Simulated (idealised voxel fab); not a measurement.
process module | voxel released beams
cross-section cut | 180 nm wide | cells 5 nm
A cross-section is a grid of square cells, given in bands from the top down. A band is one or more rows of cells.
Each band's line starts with the height of the band's top and of its bottom, in nm. Then come its materials from left to right, each with its width in nm. One material with "throughout" fills the band from edge to edge. "air" is empty space.
Height 0 is the level under which the wafer as received is all one material. The lowest band goes on downwards, as in "0 down".
A width such as "30 to 40" changes by the same amount from each row of cells to the next, from the band's top row to its bottom row.
"no change" after a step means that no cell of the cross-section changed.
closed voids: empty space of 8 cells or more with no open way to the top, each as width x height at its distance from the left edge, in nm
after a step's settings: what the simulator itself notes on the step
overlay nm, on a step with a mask: how far to the right of its planned place the mask lay; to the left if negative
plan
1 op RECEIVE | material Si
2 op CONFORMAL_DEP | material Al2O3 | thk nm 5
3 op DIRECTIONAL_DEP | material SiO2 | thk nm 15
4 op DIRECTIONAL_DEP | material aC | thk nm 15
5 op PATTERN | tone open | mask id ANCHOR | material resist | width nm 30 | thk nm 35 | overlay nm 0
6 op DIRECTIONAL_ETCH | etch materials aC | depth nm 15
7 op STRIP | etch materials resist
8 op DIRECTIONAL_ETCH | etch materials SiO2 | depth nm 15
9 op STRIP | etch materials aC
10 op CONFORMAL_DEP | material polySi | thk nm 10
11 op MASKED_ETCH | tone cover | mask id BEAM | width nm 80 | etch materials polySi | depth nm 10 | overlay nm 0
12 op STRIP | etch materials SiO2
first wafer, as planned
as received, after step 1
  0 down: Si throughout
  closed voids: none
after step 2
  5 to 0: Al2O3 throughout
  below 0: unchanged
after step 3
  20 to 5: SiO2 throughout
  below 5: unchanged
after step 4
  35 to 20: aC throughout
  below 20: unchanged
after step 5
  70 to 35: resist 50 | air 30 | resist 100
  below 35: unchanged
after step 6
  55 to 35: resist 50 | air 30 | resist 100
  35 to 20: aC 50 | air 30 | aC 100
  below 20: unchanged
after step 7
  35 to 20: aC 50 | air 30 | aC 100
  below 20: unchanged
after step 8
  35 to 20: aC 50 | air 30 | aC 100
  20 to 5: SiO2 50 | air 30 | SiO2 100
  below 5: unchanged
after step 9
  20 to 5: SiO2 50 | air 30 | SiO2 100
  below 5: unchanged
after step 10
  30 to 20: polySi 60 | air 10 | polySi 110
  20 to 15: SiO2 50 | polySi 10 | air 10 | polySi 10 | SiO2 100
  15 to 5: SiO2 50 | polySi 30 | SiO2 100
  below 5: unchanged
after step 11
  30 to 20: air 45 | polySi 15 | air 10 | polySi 55 | air 55
  below 20: unchanged
after step 12
  30 to 20: air 45 | polySi 15 | air 10 | polySi 55 | air 55
  20 to 15: air 50 | polySi 10 | air 10 | polySi 10 | air 100
  15 to 5: air 50 | polySi 30 | air 100
  below 5: unchanged
second wafer: like start, like plan, one mistake. Through step 10 it matches the first wafer
when step 11 should have ended
  30 to 20: air 35 | polySi 25 | air 10 | polySi 45 | air 65
  below 20: unchanged
when step 12 should have ended
  30 to 20: air 35 | polySi 25 | air 10 | polySi 45 | air 65
  20 to 15: air 50 | polySi 10 | air 10 | polySi 10 | air 100
  15 to 5: air 50 | polySi 30 | air 100
  below 5: unchanged
what went wrong: step 11 ran as: op MASKED_ETCH | tone cover | mask id BEAM | width nm 80 | etch materials polySi | depth nm 10 | overlay nm -10
at the end the second wafer has, in cells: as many of each material as the first, in other places
